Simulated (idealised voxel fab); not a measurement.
Process module name: voxel quadruple lines
Section shown: cut. Width: 200 nm. Cell size: 5 nm, square.
In what follows, cross-sections appear as grids of square cells, described through bands that run from the top down, where every band is one or more rows of cells.
For a band, the entry starts with two heights in nm, that of the top and then that of the bottom, and carries on with the band's materials in order from left to right, each alongside its width in nm; the word "edge to edge" beside a single material means it fills the band edge to edge, and "blank" means empty space.
Ref level 0: as-received wafer is one material below here. Bottom band extends down with no lower bound ("0 down").
When a width is written as two numbers, as in "30 to 40", the first number is the width in the top row of cells of the band and the second is the width in its bottom row, and the width changes by the same amount from each row to the next.
For the purposes of this document, the phrase "nothing different" attached to a step denotes that no cell within the cross-section was modified by that step.
Look at "Sealed-off cavities" for the closed voids: empty spaces with no open path to the top, sized 8 cells or up. Each is width x height at distance, distance from the left edge, all nm.
Where a step's line continues beyond its settings, the continuation is a remark by the simulator itself on that step.
When a step includes a mask, the "overlay nm" setting on its line states how far to the right of its planned place that mask lay, and negative values state how far to the left.
So the way this works: pairs, before and after one process step. The after picture only goes down to the lowest band that actually changed, nothing below. Step and its settings are under each pair. And watch out, pairs might come from different runs of this module, same starting wafer though, so a pair only follows on from the one above if its "Pre-processing view" entry tells you so.

PRE-PROCESSING VIEW
  0 down  Si edge to edge
  Sealed-off cavities: none

SECTION, POST-STEP
  10 to 0  Al2O3 edge to edge
  At heights below 0, the structure remains unaltered.
  Sealed-off cavities: none
As a process note, the step between the before and after cross-sections shown above is CONFORMAL_DEP: material Al2O3, thk nm 10

Pre-processing view: It is represented by the cross-section appearing after the step of the pair directly above.

SECTION, POST-STEP
  20 to 10  TiN edge to edge
  At heights below 10, the structure remains unaltered.
  Sealed-off cavities: none
As a process note, the step between the before and after cross-sections shown above is DIRECTIONAL_DEP: material TiN, thk nm 10

Pre-processing view: It is represented by the cross-section appearing after the step of the pair directly above.

SECTION, POST-STEP
  35 to 20  polySi edge to edge
  At heights below 20, the structure remains unaltered.
  Sealed-off cavities: none
As a process note, the step between the before and after cross-sections shown above is DIRECTIONAL_DEP: material polySi, thk nm 15

Pre-processing view: It is represented by the cross-section appearing after the step of the pair directly above.

SECTION, POST-STEP
  55 to 35  aC edge to edge
  At heights below 35, the structure remains unaltered.
  Sealed-off cavities: none
As a process note, the step between the before and after cross-sections shown above is DIRECTIONAL_DEP: material aC, thk nm 20

Pre-processing view: It is represented by the cross-section appearing after the step of the pair directly above.

SECTION, POST-STEP
  85 to 55  blank 85 nm, resist 30 nm, blank 85 nm
  At heights below 55, the structure remains unaltered.
  Sealed-off cavities: none
As a process note, the step between the before and after cross-sections shown above is PATTERN: tone cover, mask id MANDREL, material resist, width nm 30, thk nm 30, overlay nm 0

Pre-processing view: It is represented by the cross-section appearing after the step of the pair directly above.

SECTION, POST-STEP
  65 to 55  blank 85 nm, resist 30 nm, blank 85 nm
  55 to 35  blank 85 nm, aC 30 nm, blank 85 nm
  At heights below 35, the structure remains unaltered.
  Sealed-off cavities: none
As a process note, the step between the before and after cross-sections shown above is DIRECTIONAL_ETCH: etch materials aC, depth nm 20

Pre-processing view: It is represented by the cross-section appearing after the step of the pair directly above.

SECTION, POST-STEP
  55 to 35  blank 85 nm, aC 30 nm, blank 85 nm
  At heights below 35, the structure remains unaltered.
  Sealed-off cavities: none
As a process note, the step between the before and after cross-sections shown above is STRIP: etch materials resist

Pre-processing view: It is represented by the cross-section appearing after the step of the pair directly above.

SECTION, POST-STEP
  65 to 55  blank 75 nm, SiO2 50 nm, blank 75 nm
  55 to 45  blank 75 nm, SiO2 10 nm, aC 30 nm, SiO2 10 nm, blank 75 nm
  45 to 35  SiO2 85 nm, aC 30 nm, SiO2 85 nm
  At heights below 35, the structure remains unaltered.
  Sealed-off cavities: none
As a process note, the step between the before and after cross-sections shown above is CONFORMAL_DEP: material SiO2, thk nm 10

Pre-processing view: It is represented by the cross-section appearing after the step of the pair directly above.

SECTION, POST-STEP
  55 to 35  blank 75 nm, SiO2 10 nm, aC 30 nm, SiO2 10 nm, blank 75 nm
  At heights below 35, the structure remains unaltered.
  Sealed-off cavities: none
As a process note, the step between the before and after cross-sections shown above is DIRECTIONAL_ETCH: etch materials SiO2, depth nm 10

Pre-processing view: It is represented by the cross-section appearing after the step of the pair directly above.

SECTION, POST-STEP
  55 to 35  blank 75 nm, SiO2 10 nm, blank 30 nm, SiO2 10 nm, blank 75 nm
  At heights below 35, the structure remains unaltered.
  Sealed-off cavities: none
As a process note, the step between the before and after cross-sections shown above is STRIP: etch materials aC

Pre-processing view: It is represented by the cross-section appearing after the step of the pair directly above.

SECTION, POST-STEP
  55 to 35  blank 75 nm, SiO2 10 nm, blank 30 nm, SiO2 10 nm, blank 75 nm
  35 to 20  blank 75 nm, polySi 10 nm, blank 30 nm, polySi 10 nm, blank 75 nm
  At heights below 20, the structure remains unaltered.
  Sealed-off cavities: none
As a process note, the step between the before and after cross-sections shown above is DIRECTIONAL_ETCH: etch materials polySi, depth nm 15

Pre-processing view: It is represented by the cross-section appearing after the step of the pair directly above.

SECTION, POST-STEP
  35 to 20  blank 75 nm, polySi 10 nm, blank 30 nm, polySi 10 nm, blank 75 nm
  At heights below 20, the structure remains unaltered.
  Sealed-off cavities: none
As a process note, the step between the before and after cross-sections shown above is STRIP: etch materials SiO2

Pre-processing view: It is represented by the cross-section appearing after the step of the pair directly above.

SECTION, POST-STEP
  45 to 35  blank 65 nm, SiCN 30 nm, blank 10 nm, SiCN 30 nm, blank 65 nm
  35 to 30  blank 65 nm, SiCN 10 nm, polySi 10 nm, SiCN 10 nm, blank 10 nm, SiCN 10 nm, polySi 10 nm, SiCN 10 nm, blank 65 nm
  30 to 20  SiCN 75 nm, polySi 10 nm, SiCN 30 nm, polySi 10 nm, SiCN 75 nm
  At heights below 20, the structure remains unaltered.
  Sealed-off cavities: none
As a process note, the step between the before and after cross-sections shown above is CONFORMAL_DEP: material SiCN, thk nm 10

Pre-processing view: It is represented by the cross-section appearing after the step of the pair directly above.

SECTION, POST-STEP
  35 to 20  blank 65 nm, SiCN 10 nm, polySi 10 nm, SiCN 10 nm, blank 10 nm, SiCN 10 nm, polySi 10 nm, SiCN 10 nm, blank 65 nm
  At heights below 20, the structure remains unaltered.
  Sealed-off cavities: none
As a process note, the step between the before and after cross-sections shown above is DIRECTIONAL_ETCH: etch materials SiCN, depth nm 10

Pre-processing view: It is represented by the cross-section appearing after the step of the pair directly above.

SECTION, POST-STEP
  35 to 20  blank 65 nm, SiCN 10 nm, blank 10 nm, SiCN 10 nm, blank 10 nm, SiCN 10 nm, blank 10 nm, SiCN 10 nm, blank 65 nm
  At heights below 20, the structure remains unaltered.
  Sealed-off cavities: none
As a process note, the step between the before and after cross-sections shown above is STRIP: etch materials polySi

Pre-processing view: It is represented by the cross-section appearing after the step of the pair directly above.

SECTION, POST-STEP
  35 to 20  blank 65 nm, SiCN 10 nm, blank 10 nm, SiCN 10 nm, blank 10 nm, SiCN 10 nm, blank 10 nm, SiCN 10 nm, blank 65 nm
  20 to 10  blank 65 nm, TiN 10 nm, blank 10 nm, TiN 10 nm, blank 10 nm, TiN 10 nm, blank 10 nm, TiN 10 nm, blank 65 nm
  At heights below 10, the structure remains unaltered.
  Sealed-off cavities: none
As a process note, the step between the before and after cross-sections shown above is DIRECTIONAL_ETCH: etch materials TiN, depth nm 10

Pre-processing view: It is represented by the cross-section appearing after the step of the pair directly above.

SECTION, POST-STEP
  20 to 10  blank 65 nm, TiN 10 nm, blank 10 nm, TiN 10 nm, blank 10 nm, TiN 10 nm, blank 10 nm, TiN 10 nm, blank 65 nm
  At heights below 10, the structure remains unaltered.
  Sealed-off cavities: none
As a process note, the step between the before and after cross-sections shown above is STRIP: etch materials SiCN

PRE-PROCESSING VIEW
  0 down  Si edge to edge
  Sealed-off cavities: none

SECTION, POST-STEP
  10 to 0  TiN edge to edge
  At heights below 0, the structure remains unaltered.
  Sealed-off cavities: none
As a process note, the step between the before and after cross-sections shown above is DIRECTIONAL_DEP: material TiN, thk nm 10

Pre-processing view: It is represented by the cross-section appearing after the step of the pair directly above.

SECTION, POST-STEP
  25 to 10  polySi edge to edge
  At heights below 10, the structure remains unaltered.
  Sealed-off cavities: none
As a process note, the step between the before and after cross-sections shown above is DIRECTIONAL_DEP: material polySi, thk nm 15

Pre-processing view: It is represented by the cross-section appearing after the step of the pair directly above.

SECTION, POST-STEP
  45 to 25  aC edge to edge
  At heights below 25, the structure remains unaltered.
  Sealed-off cavities: none
As a process note, the step between the before and after cross-sections shown above is DIRECTIONAL_DEP: material aC, thk nm 20

Pre-processing view: It is represented by the cross-section appearing after the step of the pair directly above.

SECTION, POST-STEP
  75 to 45  blank 85 nm, resist 30 nm, blank 85 nm
  At heights below 45, the structure remains unaltered.
  Sealed-off cavities: none
As a process note, the step between the before and after cross-sections shown above is PATTERN: tone cover, mask id MANDREL, material resist, width nm 30, thk nm 30, overlay nm 0

Pre-processing view: It is represented by the cross-section appearing after the step of the pair directly above.

SECTION, POST-STEP
  55 to 45  blank 85 nm, resist 30 nm, blank 85 nm
  45 to 25  blank 85 nm, aC 30 nm, blank 85 nm
  At heights below 25, the structure remains unaltered.
  Sealed-off cavities: none
As a process note, the step between the before and after cross-sections shown above is DIRECTIONAL_ETCH: etch materials aC, depth nm 20

Pre-processing view: It is represented by the cross-section appearing after the step of the pair directly above.

SECTION, POST-STEP
  45 to 25  blank 85 nm, aC 30 nm, blank 85 nm
  At heights below 25, the structure remains unaltered.
  Sealed-off cavities: none
As a process note, the step between the before and after cross-sections shown above is STRIP: etch materials resist

Pre-processing view: It is represented by the cross-section appearing after the step of the pair directly above.

SECTION, POST-STEP
  55 to 45  blank 75 nm, SiO2 50 nm, blank 75 nm
  45 to 35  blank 75 nm, SiO2 10 nm, aC 30 nm, SiO2 10 nm, blank 75 nm
  35 to 25  SiO2 85 nm, aC 30 nm, SiO2 85 nm
  At heights below 25, the structure remains unaltered.
  Sealed-off cavities: none
As a process note, the step between the before and after cross-sections shown above is CONFORMAL_DEP: material SiO2, thk nm 10

Pre-processing view: It is represented by the cross-section appearing after the step of the pair directly above.

SECTION, POST-STEP
  45 to 25  blank 75 nm, SiO2 10 nm, aC 30 nm, SiO2 10 nm, blank 75 nm
  At heights below 25, the structure remains unaltered.
  Sealed-off cavities: none
As a process note, the step between the before and after cross-sections shown above is DIRECTIONAL_ETCH: etch materials SiO2, depth nm 10

Pre-processing view: It is represented by the cross-section appearing after the step of the pair directly above.

SECTION, POST-STEP
  45 to 25  blank 75 nm, SiO2 10 nm, blank 30 nm, SiO2 10 nm, blank 75 nm
  At heights below 25, the structure remains unaltered.
  Sealed-off cavities: none
As a process note, the step between the before and after cross-sections shown above is STRIP: etch materials aC

Pre-processing view: It is represented by the cross-section appearing after the step of the pair directly above.

SECTION, POST-STEP
  45 to 25  blank 75 nm, SiO2 10 nm, blank 30 nm, SiO2 10 nm, blank 75 nm
  25 to 10  blank 75 nm, polySi 10 nm, blank 30 nm, polySi 10 nm, blank 75 nm
  At heights below 10, the structure remains unaltered.
  Sealed-off cavities: none
As a process note, the step between the before and after cross-sections shown above is DIRECTIONAL_ETCH: etch materials polySi, depth nm 15

Pre-processing view: It is represented by the cross-section appearing after the step of the pair directly above.

SECTION, POST-STEP
  25 to 10  blank 75 nm, polySi 10 nm, blank 30 nm, polySi 10 nm, blank 75 nm
  At heights below 10, the structure remains unaltered.
  Sealed-off cavities: none
As a process note, the step between the before and after cross-sections shown above is STRIP: etch materials SiO2

Pre-processing view: It is represented by the cross-section appearing after the step of the pair directly above.

SECTION, POST-STEP
  35 to 25  blank 65 nm, SiCN 30 nm, blank 10 nm, SiCN 30 nm, blank 65 nm
  25 to 20  blank 65 nm, SiCN 10 nm, polySi 10 nm, SiCN 10 nm, blank 10 nm, SiCN 10 nm, polySi 10 nm, SiCN 10 nm, blank 65 nm
  20 to 10  SiCN 75 nm, polySi 10 nm, SiCN 30 nm, polySi 10 nm, SiCN 75 nm
  At heights below 10, the structure remains unaltered.
  Sealed-off cavities: none
As a process note, the step between the before and after cross-sections shown above is CONFORMAL_DEP: material SiCN, thk nm 10

Pre-processing view: It is represented by the cross-section appearing after the step of the pair directly above.

SECTION, POST-STEP
  25 to 10  blank 65 nm, SiCN 10 nm, polySi 10 nm, SiCN 10 nm, blank 10 nm, SiCN 10 nm, polySi 10 nm, SiCN 10 nm, blank 65 nm
  At heights below 10, the structure remains unaltered.
  Sealed-off cavities: none
As a process note, the step between the before and after cross-sections shown above is DIRECTIONAL_ETCH: etch materials SiCN, depth nm 10

Pre-processing view: It is represented by the cross-section appearing after the step of the pair directly above.

SECTION, POST-STEP
  25 to 10  blank 65 nm, SiCN 10 nm, blank 10 nm, SiCN 10 nm, blank 10 nm, SiCN 10 nm, blank 10 nm, SiCN 10 nm, blank 65 nm
  At heights below 10, the structure remains unaltered.
  Sealed-off cavities: none
As a process note, the step between the before and after cross-sections shown above is STRIP: etch materials polySi

Pre-processing view: It is represented by the cross-section appearing after the step of the pair directly above.

SECTION, POST-STEP
  25 to 10  blank 65 nm, SiCN 10 nm, blank 10 nm, SiCN 10 nm, blank 10 nm, SiCN 10 nm, blank 10 nm, SiCN 10 nm, blank 65 nm
  10 to 0  blank 65 nm, TiN 10 nm, blank 10 nm, TiN 10 nm, blank 10 nm, TiN 10 nm, blank 10 nm, TiN 10 nm, blank 65 nm
  At heights below 0, the structure remains unaltered.
  Sealed-off cavities: none
As a process note, the step between the before and after cross-sections shown above is DIRECTIONAL_ETCH: etch materials TiN, depth nm 10

Pre-processing view: It is represented by the cross-section appearing after the step of the pair directly above.

SECTION, POST-STEP
  10 to 0  blank 65 nm, TiN 10 nm, blank 10 nm, TiN 10 nm, blank 10 nm, TiN 10 nm, blank 10 nm, TiN 10 nm, blank 65 nm
  At heights below 0, the structure remains unaltered.
  Sealed-off cavities: none
As a process note, the step between the before and after cross-sections shown above is STRIP: etch materials SiCN

PRE-PROCESSING VIEW
  55 to 35  blank 75 nm, SiO2 10 nm, aC 30 nm, SiO2 10 nm, blank 75 nm
  35 to 20  polySi edge to edge
  20 to 10  TiN edge to edge
  10 to 0  Al2O3 edge to edge
  0 down  Si edge to edge
  Sealed-off cavities: none

SECTION, POST-STEP
  55 to 45  blank 85 nm, aC 30 nm, blank 85 nm
  At heights below 45, the structure remains unaltered.
  Sealed-off cavities: none
As a process note, the step between the before and after cross-sections shown above is DIRECTIONAL_ETCH: etch materials SiO2, depth nm 10

Pre-processing view: It is represented by the cross-section appearing after the step of the pair directly above.

SECTION, POST-STEP
  45 to 35  blank 75 nm, SiO2 10 nm, blank 30 nm, SiO2 10 nm, blank 75 nm
  At heights below 35, the structure remains unaltered.
  Sealed-off cavities: none
As a process note, the step between the before and after cross-sections shown above is STRIP: etch materials aC

Pre-processing view: It is represented by the cross-section appearing after the step of the pair directly above.

SECTION, POST-STEP
  45 to 35  blank 75 nm, SiO2 10 nm, blank 30 nm, SiO2 10 nm, blank 75 nm
  35 to 20  blank 75 nm, polySi 10 nm, blank 30 nm, polySi 10 nm, blank 75 nm
  At heights below 20, the structure remains unaltered.
  Sealed-off cavities: none
As a process note, the step between the before and after cross-sections shown above is DIRECTIONAL_ETCH: etch materials polySi, depth nm 15

Pre-processing view: It is represented by the cross-section appearing after the step of the pair directly above.

SECTION, POST-STEP
  35 to 20  blank 75 nm, polySi 10 nm, blank 30 nm, polySi 10 nm, blank 75 nm
  At heights below 20, the structure remains unaltered.
  Sealed-off cavities: none
As a process note, the step between the before and after cross-sections shown above is STRIP: etch materials SiO2

PRE-PROCESSING VIEW
  10 to 0  Al2O3 edge to edge
  0 down  Si edge to edge
  Sealed-off cavities: none

SECTION, POST-STEP
  25 to 10  polySi edge to edge
  At heights below 10, the structure remains unaltered.
  Sealed-off cavities: none
As a process note, the step between the before and after cross-sections shown above is DIRECTIONAL_DEP: material polySi, thk nm 15

Pre-processing view: It is represented by the cross-section appearing after the step of the pair directly above.

SECTION, POST-STEP
  35 to 25  TiN edge to edge
  At heights below 25, the structure remains unaltered.
  Sealed-off cavities: none
As a process note, the step between the before and after cross-sections shown above is DIRECTIONAL_DEP: material TiN, thk nm 10

Pre-processing view: It is represented by the cross-section appearing after the step of the pair directly above.

SECTION, POST-STEP
  55 to 35  aC edge to edge
  At heights below 35, the structure remains unaltered.
  Sealed-off cavities: none
As a process note, the step between the before and after cross-sections shown above is DIRECTIONAL_DEP: material aC, thk nm 20

Pre-processing view: It is represented by the cross-section appearing after the step of the pair directly above.

SECTION, POST-STEP
  85 to 55  blank 85 nm, resist 30 nm, blank 85 nm
  At heights below 55, the structure remains unaltered.
  Sealed-off cavities: none
As a process note, the step between the before and after cross-sections shown above is PATTERN: tone cover, mask id MANDREL, material resist, width nm 30, thk nm 30, overlay nm 0

Pre-processing view: It is represented by the cross-section appearing after the step of the pair directly above.

SECTION, POST-STEP
  65 to 55  blank 85 nm, resist 30 nm, blank 85 nm
  55 to 35  blank 85 nm, aC 30 nm, blank 85 nm
  At heights below 35, the structure remains unaltered.
  Sealed-off cavities: none
As a process note, the step between the before and after cross-sections shown above is DIRECTIONAL_ETCH: etch materials aC, depth nm 20

Pre-processing view: It is represented by the cross-section appearing after the step of the pair directly above.

SECTION, POST-STEP
  55 to 35  blank 85 nm, aC 30 nm, blank 85 nm
  At heights below 35, the structure remains unaltered.
  Sealed-off cavities: none
As a process note, the step between the before and after cross-sections shown above is STRIP: etch materials resist

Pre-processing view: It is represented by the cross-section appearing after the step of the pair directly above.

SECTION, POST-STEP
  65 to 55  blank 75 nm, SiO2 50 nm, blank 75 nm
  55 to 45  blank 75 nm, SiO2 10 nm, aC 30 nm, SiO2 10 nm, blank 75 nm
  45 to 35  SiO2 85 nm, aC 30 nm, SiO2 85 nm
  At heights below 35, the structure remains unaltered.
  Sealed-off cavities: none
As a process note, the step between the before and after cross-sections shown above is CONFORMAL_DEP: material SiO2, thk nm 10

Pre-processing view: It is represented by the cross-section appearing after the step of the pair directly above.

SECTION, POST-STEP
  55 to 35  blank 75 nm, SiO2 10 nm, aC 30 nm, SiO2 10 nm, blank 75 nm
  At heights below 35, the structure remains unaltered.
  Sealed-off cavities: none
As a process note, the step between the before and after cross-sections shown above is DIRECTIONAL_ETCH: etch materials SiO2, depth nm 10

Pre-processing view: It is represented by the cross-section appearing after the step of the pair directly above.

SECTION, POST-STEP
  55 to 35  blank 75 nm, SiO2 10 nm, blank 30 nm, SiO2 10 nm, blank 75 nm
  At heights below 35, the structure remains unaltered.
  Sealed-off cavities: none
As a process note, the step between the before and after cross-sections shown above is STRIP: etch materials aC

Pre-processing view: It is represented by the cross-section appearing after the step of the pair directly above.

SECTION, POST-STEP
  35 to 25  TiN edge to edge
  At heights below 25, the structure remains unaltered.
  Sealed-off cavities: none
As a process note, the step between the before and after cross-sections shown above is STRIP: etch materials SiO2

Pre-processing view: It is represented by the cross-section appearing after the step of the pair directly above.

SECTION, POST-STEP
  45 to 35  SiCN edge to edge
  At heights below 35, the structure remains unaltered.
  Sealed-off cavities: none
As a process note, the step between the before and after cross-sections shown above is CONFORMAL_DEP: material SiCN, thk nm 10

Pre-processing view: It is represented by the cross-section appearing after the step of the pair directly above.

SECTION, POST-STEP
  35 to 25  TiN edge to edge
  At heights below 25, the structure remains unaltered.
  Sealed-off cavities: none
As a process note, the step between the before and after cross-sections shown above is DIRECTIONAL_ETCH: etch materials SiCN, depth nm 10

Pre-processing view: It is represented by the cross-section appearing after the step of the pair directly above.

SECTION, POST-STEP
  25 to 10  polySi edge to edge
  At heights below 10, the structure remains unaltered.
  Sealed-off cavities: none
As a process note, the step between the before and after cross-sections shown above is DIRECTIONAL_ETCH: etch materials TiN, depth nm 10

PRE-PROCESSING VIEW
  35 to 20  blank 65 nm, SiCN 10 nm, blank 10 nm, SiCN 10 nm, blank 10 nm, SiCN 10 nm, blank 10 nm, SiCN 10 nm, blank 65 nm
  20 to 10  TiN edge to edge
  10 to 0  Al2O3 edge to edge
  0 down  Si edge to edge
  Sealed-off cavities: none

SECTION, POST-STEP
  35 to 20  blank 65 nm, SiCN 10 nm, blank 10 nm, SiCN 10 nm, blank 10 nm, SiCN 10 nm, blank 10 nm, SiCN 10 nm, blank 65 nm
  20 to 15  blank 65 nm, TiN 10 nm, blank 10 nm, TiN 10 nm, blank 10 nm, TiN 10 nm, blank 10 nm, TiN 10 nm, blank 65 nm
  At heights below 15, the structure remains unaltered.
  Sealed-off cavities: none
As a process note, the step between the before and after cross-sections shown above is DIRECTIONAL_ETCH: etch materials TiN, depth nm 5

Pre-processing view: It is represented by the cross-section appearing after the step of the pair directly above.

SECTION, POST-STEP
  20 to 15  blank 65 nm, TiN 10 nm, blank 10 nm, TiN 10 nm, blank 10 nm, TiN 10 nm, blank 10 nm, TiN 10 nm, blank 65 nm
  At heights below 15, the structure remains unaltered.
  Sealed-off cavities: none
As a process note, the step between the before and after cross-sections shown above is STRIP: etch materials SiCN

PRE-PROCESSING VIEW
  55 to 35  aC edge to edge
  35 to 20  polySi edge to edge
  20 to 10  TiN edge to edge
  10 to 0  Al2O3 edge to edge
  0 down  Si edge to edge
  Sealed-off cavities: none

SECTION, POST-STEP
  85 to 55  blank 90 nm, resist 25 nm, blank 85 nm
  At heights below 55, the structure remains unaltered.
  Sealed-off cavities: none
As a process note, the step between the before and after cross-sections shown above is PATTERN: tone cover, mask id MANDREL, material resist, width nm 25, thk nm 30, overlay nm 0

Pre-processing view: It is represented by the cross-section appearing after the step of the pair directly above.

SECTION, POST-STEP
  65 to 55  blank 90 nm, resist 25 nm, blank 85 nm
  55 to 35  blank 90 nm, aC 25 nm, blank 85 nm
  At heights below 35, the structure remains unaltered.
  Sealed-off cavities: none
As a process note, the step between the before and after cross-sections shown above is DIRECTIONAL_ETCH: etch materials aC, depth nm 20

Pre-processing view: It is represented by the cross-section appearing after the step of the pair directly above.

SECTION, POST-STEP
  55 to 35  blank 90 nm, aC 25 nm, blank 85 nm
  At heights below 35, the structure remains unaltered.
  Sealed-off cavities: none
As a process note, the step between the before and after cross-sections shown above is STRIP: etch materials resist

Pre-processing view: It is represented by the cross-section appearing after the step of the pair directly above.

SECTION, POST-STEP
  65 to 55  blank 80 nm, SiO2 45 nm, blank 75 nm
  55 to 45  blank 80 nm, SiO2 10 nm, aC 25 nm, SiO2 10 nm, blank 75 nm
  45 to 35  SiO2 90 nm, aC 25 nm, SiO2 85 nm
  At heights below 35, the structure remains unaltered.
  Sealed-off cavities: none
As a process note, the step between the before and after cross-sections shown above is CONFORMAL_DEP: material SiO2, thk nm 10

Pre-processing view: It is represented by the cross-section appearing after the step of the pair directly above.

SECTION, POST-STEP
  55 to 35  blank 80 nm, SiO2 10 nm, aC 25 nm, SiO2 10 nm, blank 75 nm
  At heights below 35, the structure remains unaltered.
  Sealed-off cavities: none
As a process note, the step between the before and after cross-sections shown above is DIRECTIONAL_ETCH: etch materials SiO2, depth nm 10

Pre-processing view: It is represented by the cross-section appearing after the step of the pair directly above.

SECTION, POST-STEP
  55 to 35  blank 80 nm, SiO2 10 nm, blank 25 nm, SiO2 10 nm, blank 75 nm
  At heights below 35, the structure remains unaltered.
  Sealed-off cavities: none
As a process note, the step between the before and after cross-sections shown above is STRIP: etch materials aC

Pre-processing view: It is represented by the cross-section appearing after the step of the pair directly above.

SECTION, POST-STEP
  55 to 35  blank 80 nm, SiO2 10 nm, blank 25 nm, SiO2 10 nm, blank 75 nm
  35 to 20  blank 80 nm, polySi 10 nm, blank 25 nm, polySi 10 nm, blank 75 nm
  At heights below 20, the structure remains unaltered.
  Sealed-off cavities: none
As a process note, the step between the before and after cross-sections shown above is DIRECTIONAL_ETCH: etch materials polySi, depth nm 15

Pre-processing view: It is represented by the cross-section appearing after the step of the pair directly above.

SECTION, POST-STEP
  35 to 20  blank 80 nm, polySi 10 nm, blank 25 nm, polySi 10 nm, blank 75 nm
  At heights below 20, the structure remains unaltered.
  Sealed-off cavities: none
As a process note, the step between the before and after cross-sections shown above is STRIP: etch materials SiO2

Pre-processing view: It is represented by the cross-section appearing after the step of the pair directly above.

SECTION, POST-STEP
  45 to 35  blank 70 nm, SiCN 30 nm, blank 5 nm, SiCN 30 nm, blank 65 nm
  35 to 30  blank 70 nm, SiCN 10 nm, polySi 10 nm, SiCN 10 nm, blank 5 nm, SiCN 10 nm, polySi 10 nm, SiCN 10 nm, blank 65 nm
  30 to 20  SiCN 80 nm, polySi 10 nm, SiCN 25 nm, polySi 10 nm, SiCN 75 nm
  At heights below 20, the structure remains unaltered.
  Sealed-off cavities: none
As a process note, the step between the before and after cross-sections shown above is CONFORMAL_DEP: material SiCN, thk nm 10

Pre-processing view: It is represented by the cross-section appearing after the step of the pair directly above.

SECTION, POST-STEP
  35 to 20  blank 70 nm, SiCN 10 nm, polySi 10 nm, SiCN 10 nm, blank 5 nm, SiCN 10 nm, polySi 10 nm, SiCN 10 nm, blank 65 nm
  At heights below 20, the structure remains unaltered.
  Sealed-off cavities: none
As a process note, the step between the before and after cross-sections shown above is DIRECTIONAL_ETCH: etch materials SiCN, depth nm 10

Pre-processing view: It is represented by the cross-section appearing after the step of the pair directly above.

SECTION, POST-STEP
  35 to 20  blank 70 nm, SiCN 10 nm, blank 10 nm, SiCN 10 nm, blank 5 nm, SiCN 10 nm, blank 10 nm, SiCN 10 nm, blank 65 nm
  At heights below 20, the structure remains unaltered.
  Sealed-off cavities: none
As a process note, the step between the before and after cross-sections shown above is STRIP: etch materials polySi

Pre-processing view: It is represented by the cross-section appearing after the step of the pair directly above.

SECTION, POST-STEP
  35 to 20  blank 70 nm, SiCN 10 nm, blank 10 nm, SiCN 10 nm, blank 5 nm, SiCN 10 nm, blank 10 nm, SiCN 10 nm, blank 65 nm
  20 to 10  blank 70 nm, TiN 10 nm, blank 10 nm, TiN 10 nm, blank 5 nm, TiN 10 nm, blank 10 nm, TiN 10 nm, blank 65 nm
  At heights below 10, the structure remains unaltered.
  Sealed-off cavities: none
As a process note, the step between the before and after cross-sections shown above is DIRECTIONAL_ETCH: etch materials TiN, depth nm 10

Pre-processing view: It is represented by the cross-section appearing after the step of the pair directly above.

SECTION, POST-STEP
  20 to 10  blank 70 nm, TiN 10 nm, blank 10 nm, TiN 10 nm, blank 5 nm, TiN 10 nm, blank 10 nm, TiN 10 nm, blank 65 nm
  At heights below 10, the structure remains unaltered.
  Sealed-off cavities: none
As a process note, the step between the before and after cross-sections shown above is STRIP: etch materials SiCN

PRE-PROCESSING VIEW
  55 to 35  aC edge to edge
  35 to 20  polySi edge to edge
  20 to 10  TiN edge to edge
  10 to 0  Al2O3 edge to edge
  0 down  Si edge to edge
  Sealed-off cavities: none

SECTION, POST-STEP
  85 to 55  blank 90 nm, resist 30 nm, blank 80 nm
  At heights below 55, the structure remains unaltered.
  Sealed-off cavities: none
As a process note, the step between the before and after cross-sections shown above is PATTERN: tone cover, mask id MANDREL, material resist, width nm 30, thk nm 30, overlay nm 5

Pre-processing view: It is represented by the cross-section appearing after the step of the pair directly above.

SECTION, POST-STEP
  65 to 55  blank 90 nm, resist 30 nm, blank 80 nm
  55 to 35  blank 90 nm, aC 30 nm, blank 80 nm
  At heights below 35, the structure remains unaltered.
  Sealed-off cavities: none
As a process note, the step between the before and after cross-sections shown above is DIRECTIONAL_ETCH: etch materials aC, depth nm 20

Pre-processing view: It is represented by the cross-section appearing after the step of the pair directly above.

SECTION, POST-STEP
  55 to 35  blank 90 nm, aC 30 nm, blank 80 nm
  At heights below 35, the structure remains unaltered.
  Sealed-off cavities: none
As a process note, the step between the before and after cross-sections shown above is STRIP: etch materials resist

Pre-processing view: It is represented by the cross-section appearing after the step of the pair directly above.

SECTION, POST-STEP
  65 to 55  blank 80 nm, SiO2 50 nm, blank 70 nm
  55 to 45  blank 80 nm, SiO2 10 nm, aC 30 nm, SiO2 10 nm, blank 70 nm
  45 to 35  SiO2 90 nm, aC 30 nm, SiO2 80 nm
  At heights below 35, the structure remains unaltered.
  Sealed-off cavities: none
As a process note, the step between the before and after cross-sections shown above is CONFORMAL_DEP: material SiO2, thk nm 10

Pre-processing view: It is represented by the cross-section appearing after the step of the pair directly above.

SECTION, POST-STEP
  55 to 35  blank 80 nm, SiO2 10 nm, aC 30 nm, SiO2 10 nm, blank 70 nm
  At heights below 35, the structure remains unaltered.
  Sealed-off cavities: none
As a process note, the step between the before and after cross-sections shown above is DIRECTIONAL_ETCH: etch materials SiO2, depth nm 10

Pre-processing view: It is represented by the cross-section appearing after the step of the pair directly above.

SECTION, POST-STEP
  55 to 35  blank 80 nm, SiO2 10 nm, blank 30 nm, SiO2 10 nm, blank 70 nm
  At heights below 35, the structure remains unaltered.
  Sealed-off cavities: none
As a process note, the step between the before and after cross-sections shown above is STRIP: etch materials aC

Pre-processing view: It is represented by the cross-section appearing after the step of the pair directly above.

SECTION, POST-STEP
  55 to 35  blank 80 nm, SiO2 10 nm, blank 30 nm, SiO2 10 nm, blank 70 nm
  35 to 20  blank 80 nm, polySi 10 nm, blank 30 nm, polySi 10 nm, blank 70 nm
  At heights below 20, the structure remains unaltered.
  Sealed-off cavities: none
As a process note, the step between the before and after cross-sections shown above is DIRECTIONAL_ETCH: etch materials polySi, depth nm 15

Pre-processing view: It is represented by the cross-section appearing after the step of the pair directly above.

SECTION, POST-STEP
  35 to 20  blank 80 nm, polySi 10 nm, blank 30 nm, polySi 10 nm, blank 70 nm
  At heights below 20, the structure remains unaltered.
  Sealed-off cavities: none
As a process note, the step between the before and after cross-sections shown above is STRIP: etch materials SiO2

Pre-processing view: It is represented by the cross-section appearing after the step of the pair directly above.

SECTION, POST-STEP
  45 to 35  blank 70 nm, SiCN 30 nm, blank 10 nm, SiCN 30 nm, blank 60 nm
  35 to 30  blank 70 nm, SiCN 10 nm, polySi 10 nm, SiCN 10 nm, blank 10 nm, SiCN 10 nm, polySi 10 nm, SiCN 10 nm, blank 60 nm
  30 to 20  SiCN 80 nm, polySi 10 nm, SiCN 30 nm, polySi 10 nm, SiCN 70 nm
  At heights below 20, the structure remains unaltered.
  Sealed-off cavities: none
As a process note, the step between the before and after cross-sections shown above is CONFORMAL_DEP: material SiCN, thk nm 10
